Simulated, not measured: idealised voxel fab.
Process module, titled voxel gate over fins
Xsec cut, 185 nm wide, square cell size 5 nm.
In what follows, cross-sections appear as grids of square cells, described through bands that run from the top down, where every band is one or more rows of cells.
Band: top height; bottom height; in nm. Then, left to right: material with width in nm, for each material. "full width": a single material spanning edge to edge. "blank": empty space.
Heights are reckoned from 0. Under this level, the received wafer is all of one material. The bottommost band is open-ended downward, for example "0..down".
You'd read "30->40" like this: the band's top row of cells is as wide as the first number, its bottom row is as wide as the second, and going down, every row changes width by the same amount as the row before did.
Key: "nothing altered" - step with no changed cell in the cross-section.
The list in "Fully sealed voids" covers empty spaces of 8 cells or more that cannot reach the top through any open way, and it gives each as width x height at distance; the distance is from the left edge, and width, height and distance are in nm.
Text after the settings on a step's line: the simulator's own remark on that step.
A step's line can hold "overlay nm"; with a mask on that step, the setting says how far right of the planned place the mask lay, while a negative setting says it lay to the left.
-- List of planned process steps
1) op RECEIVE | material Si
2) op CONFORMAL_DEP | material SiN | thk nm 5
3) op DIRECTIONAL_DEP | material aC | thk nm 15
4) op PATTERN | tone cover | mask id FINS | material resist | width nm 15 | pitch nm 45 | thk nm 35 | overlay nm 0
5) op DIRECTIONAL_ETCH | etch materials aC | depth nm 15
6) op STRIP | etch materials resist
7) op DIRECTIONAL_ETCH | etch materials SiN | depth nm 5
8) op DIRECTIONAL_ETCH | etch materials Si | depth nm 30
9) op STRIP | etch materials aC
10) op OXIDIZE | depth nm 5
11) op FILL_DEP | material SiO2 | thk nm 5
12) op CMP | height nm 5
13) op SELECTIVE_ETCH | etch materials SiO2 | depth nm 20
14) op STRIP | etch materials SiN
15) op CONFORMAL_DEP | material HfO2 | thk nm 5
16) op CONFORMAL_DEP | material TiN | thk nm 5
17) op FILL_DEP | material W | thk nm 15
18) op CMP | height nm 20
19) op CONFORMAL_DEP | material SiCN | thk nm 5
-- First wafer, two in total, run as planned
-- Cross-section of the incoming wafer, state after step 1
  0..down: Si full width
  Fully sealed voids: none
-- State of the wafer after step 2, shown in cross-section
  5..0: SiN full width
  Everything under 0 stays put, no change at all.
-- State of the wafer after step 3, shown in cross-section
  20..5: aC full width
  Everything under 5 stays put, no change at all.
-- State of the wafer after step 4, shown in cross-section
  55..20: blank=40  resist=15  blank=30  resist=15  blank=30  resist=15  blank=40
  Everything under 20 stays put, no change at all.
-- State of the wafer after step 5, shown in cross-section
  40..20: blank=40  resist=15  blank=30  resist=15  blank=30  resist=15  blank=40
  20..5: blank=40  aC=15  blank=30  aC=15  blank=30  aC=15  blank=40
  Everything under 5 stays put, no change at all.
-- State of the wafer after step 6, shown in cross-section
  20..5: blank=40  aC=15  blank=30  aC=15  blank=30  aC=15  blank=40
  Everything under 5 stays put, no change at all.
-- State of the wafer after step 7, shown in cross-section
  20..5: blank=40  aC=15  blank=30  aC=15  blank=30  aC=15  blank=40
  5..0: blank=40  SiN=15  blank=30  SiN=15  blank=30  SiN=15  blank=40
  Everything under 0 stays put, no change at all.
-- State of the wafer after step 8, shown in cross-section
  20..5: blank=40  aC=15  blank=30  aC=15  blank=30  aC=15  blank=40
  5..0: blank=40  SiN=15  blank=30  SiN=15  blank=30  SiN=15  blank=40
  0..-30: blank=40  Si=15  blank=30  Si=15  blank=30  Si=15  blank=40
  Everything under -30 stays put, no change at all.
-- State of the wafer after step 9, shown in cross-section
  5..0: blank=40  SiN=15  blank=30  SiN=15  blank=30  SiN=15  blank=40
  Everything under 0 stays put, no change at all.
-- State of the wafer after step 10, shown in cross-section
  5..0: blank=40  SiN=15  blank=30  SiN=15  blank=30  SiN=15  blank=40
  0..-30: blank=40  SiO2=5  Si=5  SiO2=5  blank=30  SiO2=5  Si=5  SiO2=5  blank=30  SiO2=5  Si=5  SiO2=5  blank=40
  -30..-35: SiO2=45  Si=5  SiO2=40  Si=5  SiO2=40  Si=5  SiO2=45
  Everything under -35 stays put, no change at all.
-- State of the wafer after step 11, shown in cross-section
  10..5: SiO2 full width
  5..0: SiO2=40  SiN=15  SiO2=30  SiN=15  SiO2=30  SiN=15  SiO2=40
  0..-35: SiO2=45  Si=5  SiO2=40  Si=5  SiO2=40  Si=5  SiO2=45
  Everything under -35 stays put, no change at all.
-- State of the wafer after step 12, shown in cross-section
  5..0: SiO2=40  SiN=15  SiO2=30  SiN=15  SiO2=30  SiN=15  SiO2=40
  Everything under 0 stays put, no change at all.
-- State of the wafer after step 13, shown in cross-section
  5..0: blank=40  SiN=15  blank=30  SiN=15  blank=30  SiN=15  blank=40
  0..-15: blank=45  Si=5  blank=40  Si=5  blank=40  Si=5  blank=45
  Everything under -15 stays put, no change at all.
-- State of the wafer after step 14, shown in cross-section
  0..-15: blank=45  Si=5  blank=40  Si=5  blank=40  Si=5  blank=45
  Everything under -15 stays put, no change at all.
-- State of the wafer after step 15, shown in cross-section
  5..0: blank=40  HfO2=15  blank=30  HfO2=15  blank=30  HfO2=15  blank=40
  0..-10: blank=40  HfO2=5  Si=5  HfO2=5  blank=30  HfO2=5  Si=5  HfO2=5  blank=30  HfO2=5  Si=5  HfO2=5  blank=40
  -10..-15: HfO2=45  Si=5  HfO2=40  Si=5  HfO2=40  Si=5  HfO2=45
  Everything under -15 stays put, no change at all.
-- State of the wafer after step 16, shown in cross-section
  10..5: blank=35  TiN=25  blank=20  TiN=25  blank=20  TiN=25  blank=35
  5..0: blank=35  TiN=5  HfO2=15  TiN=5  blank=20  TiN=5  HfO2=15  TiN=5  blank=20  TiN=5  HfO2=15  TiN=5  blank=35
  0..-5: blank=35  TiN=5  HfO2=5  Si=5  HfO2=5  TiN=5  blank=20  TiN=5  HfO2=5  Si=5  HfO2=5  TiN=5  blank=20  TiN=5  HfO2=5  Si=5  HfO2=5  TiN=5  blank=35
  -5..-10: TiN=40  HfO2=5  Si=5  HfO2=5  TiN=30  HfO2=5  Si=5  HfO2=5  TiN=30  HfO2=5  Si=5  HfO2=5  TiN=40
  Everything under -10 stays put, no change at all.
-- State of the wafer after step 17, shown in cross-section
  25..10: W full width
  10..5: W=35  TiN=25  W=20  TiN=25  W=20  TiN=25  W=35
  5..0: W=35  TiN=5  HfO2=15  TiN=5  W=20  TiN=5  HfO2=15  TiN=5  W=20  TiN=5  HfO2=15  TiN=5  W=35
  0..-5: W=35  TiN=5  HfO2=5  Si=5  HfO2=5  TiN=5  W=20  TiN=5  HfO2=5  Si=5  HfO2=5  TiN=5  W=20  TiN=5  HfO2=5  Si=5  HfO2=5  TiN=5  W=35
  Everything under -5 stays put, no change at all.
-- State of the wafer after step 18, shown in cross-section
  20..10: W full width
  Everything under 10 stays put, no change at all.
-- State of the wafer after step 19, shown in cross-section
  25..20: SiCN full width
  Everything under 20 stays put, no change at all.
-- What follows concerns the second wafer, which started out like the first and was meant to follow the very same plan; one mistake crept in when it was run, but everything up to and including step 3 is the same as for the first wafer
-- Second wafer, sectioned view, at step 4's planned end time
  55..20: resist=40  blank=15  resist=30  blank=15  resist=30  blank=15  resist=40
  Everything under 20 stays put, no change at all.
-- Second wafer, sectioned view, at step 5's planned end time
  40..20: resist=40  blank=15  resist=30  blank=15  resist=30  blank=15  resist=40
  20..5: aC=40  blank=15  aC=30  blank=15  aC=30  blank=15  aC=40
  Everything under 5 stays put, no change at all.
-- Second wafer, sectioned view, at step 6's planned end time
  20..5: aC=40  blank=15  aC=30  blank=15  aC=30  blank=15  aC=40
  Everything under 5 stays put, no change at all.
-- Second wafer, sectioned view, at step 7's planned end time
  20..5: aC=40  blank=15  aC=30  blank=15  aC=30  blank=15  aC=40
  5..0: SiN=40  blank=15  SiN=30  blank=15  SiN=30  blank=15  SiN=40
  Everything under 0 stays put, no change at all.
-- Second wafer, sectioned view, at step 8's planned end time
  20..5: aC=40  blank=15  aC=30  blank=15  aC=30  blank=15  aC=40
  5..0: SiN=40  blank=15  SiN=30  blank=15  SiN=30  blank=15  SiN=40
  0..-30: Si=40  blank=15  Si=30  blank=15  Si=30  blank=15  Si=40
  Everything under -30 stays put, no change at all.
-- Second wafer, sectioned view, at step 9's planned end time
  5..0: SiN=40  blank=15  SiN=30  blank=15  SiN=30  blank=15  SiN=40
  Everything under 0 stays put, no change at all.
-- Second wafer, sectioned view, at step 10's planned end time
  5..0: SiN=40  blank=15  SiN=30  blank=15  SiN=30  blank=15  SiN=40
  0..-30: Si=35  SiO2=5  blank=15  SiO2=5  Si=20  SiO2=5  blank=15  SiO2=5  Si=20  SiO2=5  blank=15  SiO2=5  Si=35
  -30..-35: Si=35  SiO2=25  Si=20  SiO2=25  Si=20  SiO2=25  Si=35
  Everything under -35 stays put, no change at all.
-- Second wafer, sectioned view, at step 11's planned end time
  10..5: SiO2 full width
  5..0: SiN=40  SiO2=15  SiN=30  SiO2=15  SiN=30  SiO2=15  SiN=40
  0..-35: Si=35  SiO2=25  Si=20  SiO2=25  Si=20  SiO2=25  Si=35
  Everything under -35 stays put, no change at all.
-- Second wafer, sectioned view, at step 12's planned end time
  5..0: SiN=40  SiO2=15  SiN=30  SiO2=15  SiN=30  SiO2=15  SiN=40
  Everything under 0 stays put, no change at all.
-- Second wafer, sectioned view, at step 13's planned end time
  5..0: SiN=40  blank=15  SiN=30  blank=15  SiN=30  blank=15  SiN=40
  0..-15: Si=35  blank=25  Si=20  blank=25  Si=20  blank=25  Si=35
  Everything under -15 stays put, no change at all.
-- Second wafer, sectioned view, at step 14's planned end time
  0..-15: Si=35  blank=25  Si=20  blank=25  Si=20  blank=25  Si=35
  Everything under -15 stays put, no change at all.
-- Second wafer, sectioned view, at step 15's planned end time
  5..0: HfO2=40  blank=15  HfO2=30  blank=15  HfO2=30  blank=15  HfO2=40
  0..-10: Si=35  HfO2=5  blank=15  HfO2=5  Si=20  HfO2=5  blank=15  HfO2=5  Si=20  HfO2=5  blank=15  HfO2=5  Si=35
  -10..-15: Si=35  HfO2=25  Si=20  HfO2=25  Si=20  HfO2=25  Si=35
  Everything under -15 stays put, no change at all.
-- Second wafer, sectioned view, at step 16's planned end time
  10..5: TiN=45  blank=5  TiN=40  blank=5  TiN=40  blank=5  TiN=45
  5..0: HfO2=40  TiN=5  blank=5  TiN=5  HfO2=30  TiN=5  blank=5  TiN=5  HfO2=30  TiN=5  blank=5  TiN=5  HfO2=40
  0..-5: Si=35  HfO2=5  TiN=5  blank=5  TiN=5  HfO2=5  Si=20  HfO2=5  TiN=5  blank=5  TiN=5  HfO2=5  Si=20  HfO2=5  TiN=5  blank=5  TiN=5  HfO2=5  Si=35
  -5..-10: Si=35  HfO2=5  TiN=15  HfO2=5  Si=20  HfO2=5  TiN=15  HfO2=5  Si=20  HfO2=5  TiN=15  HfO2=5  Si=35
  Everything under -10 stays put, no change at all.
-- Second wafer, sectioned view, at step 17's planned end time
  25..10: W full width
  10..5: TiN=45  W=5  TiN=40  W=5  TiN=40  W=5  TiN=45
  5..0: HfO2=40  TiN=5  W=5  TiN=5  HfO2=30  TiN=5  W=5  TiN=5  HfO2=30  TiN=5  W=5  TiN=5  HfO2=40
  0..-5: Si=35  HfO2=5  TiN=5  W=5  TiN=5  HfO2=5  Si=20  HfO2=5  TiN=5  W=5  TiN=5  HfO2=5  Si=20  HfO2=5  TiN=5  W=5  TiN=5  HfO2=5  Si=35
  Everything under -5 stays put, no change at all.
-- Second wafer, sectioned view, at step 18's planned end time
  20..10: W full width
  Everything under 10 stays put, no change at all.
-- Second wafer, sectioned view, at step 19's planned end time
  25..20: SiCN full width
  Everything under 20 stays put, no change at all.
What was the processing mistake? note that step 4 departed from the planned setting and was carried out as op PATTERN | tone open | mask id FINS | material resist | width nm 15 | pitch nm 45 | thk nm 35 | overlay nm 0
Wrapping up, a cell-based count of both wafers puts the second over or under the first for these materials: +133 Si; -76 SiO2; -57 W
